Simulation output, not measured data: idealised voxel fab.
process module | voxel released beams
cross-section cut | 260 nm wide | cells 5 nm
A cross-section is a grid of square cells, given in bands from the top down. A band is one or more rows of cells.
Each band's line starts with the height of the band's top and of its bottom, in nm. Then come its materials from left to right, each with its width in nm. One material with "throughout" fills the band from edge to edge. "air" is empty space.
Height 0 is the level under which the wafer as received is all one material. The lowest band goes on downwards, as in "0 down".
A width such as "30 to 40" changes by the same amount from each row of cells to the next, from the band's top row to its bottom row.
"no change" after a step means that no cell of the cross-section changed.
closed voids: empty space of 8 cells or more with no open way to the top, each as width x height at its distance from the left edge, in nm
after a step's settings: what the simulator itself notes on the step
overlay nm, on a step with a mask: how far to the right of its planned place the mask lay; to the left if negative
plan
1 op RECEIVE | material Si
2 op CONFORMAL_DEP | material Al2O3 | thk nm 5
3 op DIRECTIONAL_DEP | material SiO2 | thk nm 10
4 op PATTERN | tone open | mask id ANCHOR | material resist | width nm 35 | thk nm 20 | overlay nm 0
5 op DIRECTIONAL_ETCH | etch materials SiO2 | depth nm 10
6 op STRIP | etch materials resist
7 op CONFORMAL_DEP | material SiN | thk nm 10
8 op DIRECTIONAL_DEP | material aC | thk nm 15
9 op PATTERN | tone cover | mask id BEAM | material resist | width nm 90 | thk nm 35 | overlay nm 0
10 op DIRECTIONAL_ETCH | etch materials aC | depth nm 15
11 op STRIP | etch materials resist
12 op DIRECTIONAL_ETCH | etch materials SiN | depth nm 10
13 op STRIP | etch materials aC
14 op STRIP | etch materials SiO2
first wafer, as planned
as received, after step 1
  0 down: Si throughout
  closed voids: none
after step 2
  5 to 0: Al2O3 throughout
  below 0: unchanged
after step 3
  15 to 5: SiO2 throughout
  below 5: unchanged
after step 4
  35 to 15: resist 85 | air 35 | resist 140
  below 15: unchanged
after step 5
  35 to 15: resist 85 | air 35 | resist 140
  15 to 5: SiO2 85 | air 35 | SiO2 140
  below 5: unchanged
after step 6
  15 to 5: SiO2 85 | air 35 | SiO2 140
  below 5: unchanged
after step 7
  25 to 15: SiN 95 | air 15 | SiN 150
  15 to 5: SiO2 85 | SiN 35 | SiO2 140
  below 5: unchanged
after step 8
  40 to 30: aC 95 | air 15 | aC 150
  30 to 25: aC throughout
  25 to 15: SiN 95 | aC 15 | SiN 150
  below 15: unchanged
after step 9
  75 to 40: air 80 | resist 90 | air 90
  40 to 30: aC 95 | resist 15 | aC 150
  below 30: unchanged
after step 10
  60 to 40: air 80 | resist 90 | air 90
  40 to 30: air 80 | aC 15 | resist 15 | aC 60 | air 90
  30 to 25: air 80 | aC 90 | air 90
  below 25: unchanged
after step 11
  40 to 30: air 80 | aC 15 | air 15 | aC 60 | air 90
  below 30: unchanged
after step 12
  40 to 30: air 80 | aC 15 | air 15 | aC 60 | air 90
  30 to 25: air 80 | aC 90 | air 90
  25 to 15: air 80 | SiN 15 | aC 15 | SiN 60 | air 90
  below 15: unchanged
after step 13
  25 to 15: air 80 | SiN 15 | air 15 | SiN 60 | air 90
  below 15: unchanged
after step 14
  25 to 15: air 80 | SiN 15 | air 15 | SiN 60 | air 90
  15 to 5: air 85 | SiN 35 | air 140
  below 5: unchanged
second wafer: like start, like plan, one mistake. Through step 3 it matches the first wafer
when step 4 should have ended
  35 to 15: air 85 | resist 35 | air 140
  below 15: unchanged
when step 5 should have ended
  35 to 15: air 85 | resist 35 | air 140
  15 to 5: air 85 | SiO2 35 | air 140
  below 5: unchanged
when step 6 should have ended
  15 to 5: air 85 | SiO2 35 | air 140
  below 5: unchanged
when step 7 should have ended
  25 to 15: air 75 | SiN 55 | air 130
  15 to 5: SiN 85 | SiO2 35 | SiN 140
  below 5: unchanged
when step 8 should have ended
  40 to 30: air 75 | aC 55 | air 130
  30 to 25: aC throughout
  25 to 15: aC 75 | SiN 55 | aC 130
  below 15: unchanged
when step 9 should have ended
  75 to 40: air 80 | resist 90 | air 90
  40 to 30: air 75 | aC 55 | resist 40 | air 90
  below 30: unchanged
when step 10 should have ended
  60 to 40: air 80 | resist 90 | air 90
  40 to 30: air 80 | aC 50 | resist 40 | air 90
  30 to 25: air 80 | aC 90 | air 90
  25 to 15: air 75 | SiN 55 | aC 40 | air 90
  below 15: unchanged
when step 11 should have ended
  40 to 30: air 80 | aC 50 | air 130
  below 30: unchanged
when step 12 should have ended
  40 to 30: air 80 | aC 50 | air 130
  30 to 25: air 80 | aC 90 | air 90
  25 to 15: air 80 | SiN 50 | aC 40 | air 90
  15 to 5: air 75 | SiN 10 | SiO2 35 | SiN 50 | air 90
  below 5: unchanged
when step 13 should have ended
  25 to 15: air 80 | SiN 50 | air 130
  below 15: unchanged
when step 14 should have ended: no change
what went wrong: step 4 ran as: op PATTERN | tone cover | mask id ANCHOR | material resist | width nm 35 | thk nm 20 | overlay nm 0
at the end the second wafer has, in cells: 14 more of SiO2
